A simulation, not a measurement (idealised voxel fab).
Module name: voxel gate over fins (process module)
We display cut, a cross-section 230 nm in width whose square cells are each 5 nm.
Cross-sections here: square-cell grids, written as top-down lists of bands, a band being one or more rows of cells.
Each band's line starts with the height of the band's top and of its bottom, in nm. Then come its materials from left to right, each with its width in nm. One material with "edge to edge" fills the band from edge to edge. "blank" is empty space.
The reference from which all heights are counted is 0, the level beneath which the as-received wafer is entirely one material; the lowest band, having no lower bound, proceeds downward and is written after the example "0 nm and below".
A width such as "30->40" changes by the same amount from each row of cells to the next, from the band's top row to its bottom row.
A step reported as "identical to before" is a step in which no cell of the cross-section changed.
What "Closed void listing" gives you is every empty space of 8 cells or more that is cut off from the top. Each appears as width x height at distance, with the distance taken from the left edge and width, height and distance all in nm.
Past the settings on a step's line: simulator remark, on that step.
Among the settings permitted on a step's line is "overlay nm"; applied to a step with a mask, it specifies the extent to which the mask lay to the right of its planned position, whereas a negative figure signifies a position to the left.
These are the steps we planned for the process:
1: RECEIVE | material Si
2: CONFORMAL_DEP | material SiN | thk nm 10
3: PATTERN | tone cover | mask id FINS | material resist | width nm 15 | pitch nm 40 | thk nm 15 | overlay nm 0
4: DIRECTIONAL_ETCH | etch materials SiN | depth nm 10
5: DIRECTIONAL_ETCH | etch materials Si | depth nm 40
6: STRIP | etch materials resist
7: OXIDIZE | depth nm 5
8: FILL_DEP | material SiO2 | thk nm 15
9: CMP | height nm 10
10: SELECTIVE_ETCH | etch materials SiO2 | depth nm 20
11: STRIP | etch materials SiN
12: CONFORMAL_DEP | material HfO2 | thk nm 5
13: CONFORMAL_DEP | material TiN | thk nm 5
14: CONFORMAL_DEP | material TiAl | thk nm 5
15: CONFORMAL_DEP | material TiN | thk nm 5
16: FILL_DEP | material W | thk nm 10
17: CMP | height nm 25
18: CONFORMAL_DEP | material SiCN | thk nm 5
Of two wafers, the first: run according to plan:
As-received wafer cross-section (after step 1):
0 nm and below | Si edge to edge
Closed void listing: none
Wafer section view after processing step 2:
10 nm to 0 nm | SiN edge to edge
Rest of section, below 0: as before.
Wafer section view after processing step 3:
25 nm to 10 nm | 65 of blank | 15 of resist | 25 of blank | 15 of resist | 25 of blank | 15 of resist | 70 of blank
Rest of section, below 10: as before.
Wafer section view after processing step 4:
25 nm to 10 nm | 65 of blank | 15 of resist | 25 of blank | 15 of resist | 25 of blank | 15 of resist | 70 of blank
10 nm to 0 nm | 65 of blank | 15 of SiN | 25 of blank | 15 of SiN | 25 of blank | 15 of SiN | 70 of blank
Rest of section, below 0: as before.
Wafer section view after processing step 5:
25 nm to 10 nm | 65 of blank | 15 of resist | 25 of blank | 15 of resist | 25 of blank | 15 of resist | 70 of blank
10 nm to 0 nm | 65 of blank | 15 of SiN | 25 of blank | 15 of SiN | 25 of blank | 15 of SiN | 70 of blank
0 nm to -40 nm | 65 of blank | 15 of Si | 25 of blank | 15 of Si | 25 of blank | 15 of Si | 70 of blank
Rest of section, below -40: as before.
Wafer section view after processing step 6:
10 nm to 0 nm | 65 of blank | 15 of SiN | 25 of blank | 15 of SiN | 25 of blank | 15 of SiN | 70 of blank
Rest of section, below 0: as before.
Wafer section view after processing step 7:
10 nm to 0 nm | 65 of blank | 15 of SiN | 25 of blank | 15 of SiN | 25 of blank | 15 of SiN | 70 of blank
0 nm to -40 nm | 65 of blank | 5 of SiO2 | 5 of Si | 5 of SiO2 | 25 of blank | 5 of SiO2 | 5 of Si | 5 of SiO2 | 25 of blank | 5 of SiO2 | 5 of Si | 5 of SiO2 | 70 of blank
-40 nm to -45 nm | 70 of SiO2 | 5 of Si | 35 of SiO2 | 5 of Si | 35 of SiO2 | 5 of Si | 75 of SiO2
Rest of section, below -45: as before.
Wafer section view after processing step 8:
25 nm to 10 nm | SiO2 edge to edge
10 nm to 0 nm | 65 of SiO2 | 15 of SiN | 25 of SiO2 | 15 of SiN | 25 of SiO2 | 15 of SiN | 70 of SiO2
0 nm to -45 nm | 70 of SiO2 | 5 of Si | 35 of SiO2 | 5 of Si | 35 of SiO2 | 5 of Si | 75 of SiO2
Rest of section, below -45: as before.
Wafer section view after processing step 9:
10 nm to 0 nm | 65 of SiO2 | 15 of SiN | 25 of SiO2 | 15 of SiN | 25 of SiO2 | 15 of SiN | 70 of SiO2
Rest of section, below 0: as before.
Wafer section view after processing step 10:
10 nm to 0 nm | 65 of blank | 15 of SiN | 25 of blank | 15 of SiN | 25 of blank | 15 of SiN | 70 of blank
0 nm to -10 nm | 70 of blank | 5 of Si | 35 of blank | 5 of Si | 35 of blank | 5 of Si | 75 of blank
Rest of section, below -10: as before.
Wafer section view after processing step 11:
0 nm to -10 nm | 70 of blank | 5 of Si | 35 of blank | 5 of Si | 35 of blank | 5 of Si | 75 of blank
Rest of section, below -10: as before.
Wafer section view after processing step 12:
5 nm to 0 nm | 65 of blank | 15 of HfO2 | 25 of blank | 15 of HfO2 | 25 of blank | 15 of HfO2 | 70 of blank
0 nm to -5 nm | 65 of blank | 5 of HfO2 | 5 of Si | 5 of HfO2 | 25 of blank | 5 of HfO2 | 5 of Si | 5 of HfO2 | 25 of blank | 5 of HfO2 | 5 of Si | 5 of HfO2 | 70 of blank
-5 nm to -10 nm | 70 of HfO2 | 5 of Si | 35 of HfO2 | 5 of Si | 35 of HfO2 | 5 of Si | 75 of HfO2
Rest of section, below -10: as before.
Wafer section view after processing step 13:
10 nm to 5 nm | 60 of blank | 25 of TiN | 15 of blank | 25 of TiN | 15 of blank | 25 of TiN | 65 of blank
5 nm to 0 nm | 60 of blank | 5 of TiN | 15 of HfO2 | 5 of TiN | 15 of blank | 5 of TiN | 15 of HfO2 | 5 of TiN | 15 of blank | 5 of TiN | 15 of HfO2 | 5 of TiN | 65 of blank
0 nm to -5 nm | 65 of TiN | 5 of HfO2 | 5 of Si | 5 of HfO2 | 25 of TiN | 5 of HfO2 | 5 of Si | 5 of HfO2 | 25 of TiN | 5 of HfO2 | 5 of Si | 5 of HfO2 | 70 of TiN
Rest of section, below -5: as before.
Wafer section view after processing step 14:
15 nm to 10 nm | 55 of blank | 35 of TiAl | 5 of blank | 35 of TiAl | 5 of blank | 35 of TiAl | 60 of blank
10 nm to 5 nm | 55 of blank | 5 of TiAl | 25 of TiN | 5 of TiAl | 5 of blank | 5 of TiAl | 25 of TiN | 5 of TiAl | 5 of blank | 5 of TiAl | 25 of TiN | 5 of TiAl | 60 of blank
5 nm to 0 nm | 60 of TiAl | 5 of TiN | 15 of HfO2 | 5 of TiN | 15 of TiAl | 5 of TiN | 15 of HfO2 | 5 of TiN | 15 of TiAl | 5 of TiN | 15 of HfO2 | 5 of TiN | 65 of TiAl
Rest of section, below 0: as before.
Wafer section view after processing step 15:
20 nm to 15 nm | 50 of blank | 125 of TiN | 55 of blank
15 nm to 10 nm | 50 of blank | 5 of TiN | 35 of TiAl | 5 of TiN | 35 of TiAl | 5 of TiN | 35 of TiAl | 5 of TiN | 55 of blank
10 nm to 5 nm | 55 of TiN | 5 of TiAl | 25 of TiN | 5 of TiAl | 5 of TiN | 5 of TiAl | 25 of TiN | 5 of TiAl | 5 of TiN | 5 of TiAl | 25 of TiN | 5 of TiAl | 60 of TiN
Rest of section, below 5: as before.
Wafer section view after processing step 16:
30 nm to 20 nm | W edge to edge
20 nm to 15 nm | 50 of W | 125 of TiN | 55 of W
15 nm to 10 nm | 50 of W | 5 of TiN | 35 of TiAl | 5 of TiN | 35 of TiAl | 5 of TiN | 35 of TiAl | 5 of TiN | 55 of W
Rest of section, below 10: as before.
Wafer section view after processing step 17:
25 nm to 20 nm | W edge to edge
Rest of section, below 20: as before.
Wafer section view after processing step 18:
30 nm to 25 nm | SiCN edge to edge
Rest of section, below 25: as before.
Wafer two: like wafer one in start and plan, but with one mistake in execution; identical up to and including step 9:
Planned end of step 10: second wafer, cross-section:
10 nm to 0 nm | 65 of blank | 15 of SiN | 25 of blank | 15 of SiN | 25 of blank | 15 of SiN | 70 of blank
0 nm to -30 nm | 70 of blank | 5 of Si | 35 of blank | 5 of Si | 35 of blank | 5 of Si | 75 of blank
Rest of section, below -30: as before.
Planned end of step 11: second wafer, cross-section:
0 nm to -30 nm | 70 of blank | 5 of Si | 35 of blank | 5 of Si | 35 of blank | 5 of Si | 75 of blank
Rest of section, below -30: as before.
Planned end of step 12: second wafer, cross-section:
5 nm to 0 nm | 65 of blank | 15 of HfO2 | 25 of blank | 15 of HfO2 | 25 of blank | 15 of HfO2 | 70 of blank
0 nm to -25 nm | 65 of blank | 5 of HfO2 | 5 of Si | 5 of HfO2 | 25 of blank | 5 of HfO2 | 5 of Si | 5 of HfO2 | 25 of blank | 5 of HfO2 | 5 of Si | 5 of HfO2 | 70 of blank
-25 nm to -30 nm | 70 of HfO2 | 5 of Si | 35 of HfO2 | 5 of Si | 35 of HfO2 | 5 of Si | 75 of HfO2
Rest of section, below -30: as before.
Planned end of step 13: second wafer, cross-section:
10 nm to 5 nm | 60 of blank | 25 of TiN | 15 of blank | 25 of TiN | 15 of blank | 25 of TiN | 65 of blank
5 nm to 0 nm | 60 of blank | 5 of TiN | 15 of HfO2 | 5 of TiN | 15 of blank | 5 of TiN | 15 of HfO2 | 5 of TiN | 15 of blank | 5 of TiN | 15 of HfO2 | 5 of TiN | 65 of blank
0 nm to -20 nm | 60 of blank | 5 of TiN | 5 of HfO2 | 5 of Si | 5 of HfO2 | 5 of TiN | 15 of blank | 5 of TiN | 5 of HfO2 | 5 of Si | 5 of HfO2 | 5 of TiN | 15 of blank | 5 of TiN | 5 of HfO2 | 5 of Si | 5 of HfO2 | 5 of TiN | 65 of blank
-20 nm to -25 nm | 65 of TiN | 5 of HfO2 | 5 of Si | 5 of HfO2 | 25 of TiN | 5 of HfO2 | 5 of Si | 5 of HfO2 | 25 of TiN | 5 of HfO2 | 5 of Si | 5 of HfO2 | 70 of TiN
Rest of section, below -25: as before.
Planned end of step 14: second wafer, cross-section:
15 nm to 10 nm | 55 of blank | 35 of TiAl | 5 of blank | 35 of TiAl | 5 of blank | 35 of TiAl | 60 of blank
10 nm to 5 nm | 55 of blank | 5 of TiAl | 25 of TiN | 5 of TiAl | 5 of blank | 5 of TiAl | 25 of TiN | 5 of TiAl | 5 of blank | 5 of TiAl | 25 of TiN | 5 of TiAl | 60 of blank
5 nm to 0 nm | 55 of blank | 5 of TiAl | 5 of TiN | 15 of HfO2 | 5 of TiN | 5 of TiAl | 5 of blank | 5 of TiAl | 5 of TiN | 15 of HfO2 | 5 of TiN | 5 of TiAl | 5 of blank | 5 of TiAl | 5 of TiN | 15 of HfO2 | 5 of TiN | 5 of TiAl | 60 of blank
0 nm to -15 nm | 55 of blank | 5 of TiAl | 5 of TiN | 5 of HfO2 | 5 of Si | 5 of HfO2 | 5 of TiN | 5 of TiAl | 5 of blank | 5 of TiAl | 5 of TiN | 5 of HfO2 | 5 of Si | 5 of HfO2 | 5 of TiN | 5 of TiAl | 5 of blank | 5 of TiAl | 5 of TiN | 5 of HfO2 | 5 of Si | 5 of HfO2 | 5 of TiN | 5 of TiAl | 60 of blank
-15 nm to -20 nm | 60 of TiAl | 5 of TiN | 5 of HfO2 | 5 of Si | 5 of HfO2 | 5 of TiN | 15 of TiAl | 5 of TiN | 5 of HfO2 | 5 of Si | 5 of HfO2 | 5 of TiN | 15 of TiAl | 5 of TiN | 5 of HfO2 | 5 of Si | 5 of HfO2 | 5 of TiN | 65 of TiAl
Rest of section, below -20: as before.
Planned end of step 15: second wafer, cross-section:
20 nm to 15 nm | 50 of blank | 125 of TiN | 55 of blank
15 nm to 10 nm | 50 of blank | 5 of TiN | 35 of TiAl | 5 of TiN | 35 of TiAl | 5 of TiN | 35 of TiAl | 5 of TiN | 55 of blank
10 nm to 5 nm | 50 of blank | 5 of TiN | 5 of TiAl | 25 of TiN | 5 of TiAl | 5 of TiN | 5 of TiAl | 25 of TiN | 5 of TiAl | 5 of TiN | 5 of TiAl | 25 of TiN | 5 of TiAl | 5 of TiN | 55 of blank
5 nm to 0 nm | 50 of blank | 5 of TiN | 5 of TiAl | 5 of TiN | 15 of HfO2 | 5 of TiN | 5 of TiAl | 5 of TiN | 5 of TiAl | 5 of TiN | 15 of HfO2 | 5 of TiN | 5 of TiAl | 5 of TiN | 5 of TiAl | 5 of TiN | 15 of HfO2 | 5 of TiN | 5 of TiAl | 5 of TiN | 55 of blank
0 nm to -10 nm | 50 of blank | 5 of TiN | 5 of TiAl | 5 of TiN | 5 of HfO2 | 5 of Si | 5 of HfO2 | 5 of TiN | 5 of TiAl | 5 of TiN | 5 of TiAl | 5 of TiN | 5 of HfO2 | 5 of Si | 5 of HfO2 | 5 of TiN | 5 of TiAl | 5 of TiN | 5 of TiAl | 5 of TiN | 5 of HfO2 | 5 of Si | 5 of HfO2 | 5 of TiN | 5 of TiAl | 5 of TiN | 55 of blank
-10 nm to -15 nm | 55 of TiN | 5 of TiAl | 5 of TiN | 5 of HfO2 | 5 of Si | 5 of HfO2 | 5 of TiN | 5 of TiAl | 5 of TiN | 5 of TiAl | 5 of TiN | 5 of HfO2 | 5 of Si | 5 of HfO2 | 5 of TiN | 5 of TiAl | 5 of TiN | 5 of TiAl | 5 of TiN | 5 of HfO2 | 5 of Si | 5 of HfO2 | 5 of TiN | 5 of TiAl | 60 of TiN
Rest of section, below -15: as before.
Planned end of step 16: second wafer, cross-section:
30 nm to 20 nm | W edge to edge
20 nm to 15 nm | 50 of W | 125 of TiN | 55 of W
15 nm to 10 nm | 50 of W | 5 of TiN | 35 of TiAl | 5 of TiN | 35 of TiAl | 5 of TiN | 35 of TiAl | 5 of TiN | 55 of W
10 nm to 5 nm | 50 of W | 5 of TiN | 5 of TiAl | 25 of TiN | 5 of TiAl | 5 of TiN | 5 of TiAl | 25 of TiN | 5 of TiAl | 5 of TiN | 5 of TiAl | 25 of TiN | 5 of TiAl | 5 of TiN | 55 of W
5 nm to 0 nm | 50 of W | 5 of TiN | 5 of TiAl | 5 of TiN | 15 of HfO2 | 5 of TiN | 5 of TiAl | 5 of TiN | 5 of TiAl | 5 of TiN | 15 of HfO2 | 5 of TiN | 5 of TiAl | 5 of TiN | 5 of TiAl | 5 of TiN | 15 of HfO2 | 5 of TiN | 5 of TiAl | 5 of TiN | 55 of W
0 nm to -10 nm | 50 of W | 5 of TiN | 5 of TiAl | 5 of TiN | 5 of HfO2 | 5 of Si | 5 of HfO2 | 5 of TiN | 5 of TiAl | 5 of TiN | 5 of TiAl | 5 of TiN | 5 of HfO2 | 5 of Si | 5 of HfO2 | 5 of TiN | 5 of TiAl | 5 of TiN | 5 of TiAl | 5 of TiN | 5 of HfO2 | 5 of Si | 5 of HfO2 | 5 of TiN | 5 of TiAl | 5 of TiN | 55 of W
Rest of section, below -10: as before.
Planned end of step 17: second wafer, cross-section:
25 nm to 20 nm | W edge to edge
Rest of section, below 20: as before.
Planned end of step 18: second wafer, cross-section:
30 nm to 25 nm | SiCN edge to edge
Rest of section, below 25: as before.
Nonconformance to the process plan: the plan had its step 10 run twice
Count the cells at the end and the second wafer has more or fewer of some materials than the first: HfO2 +24, SiO2 -172, TiAl +24, TiN +40, W +84
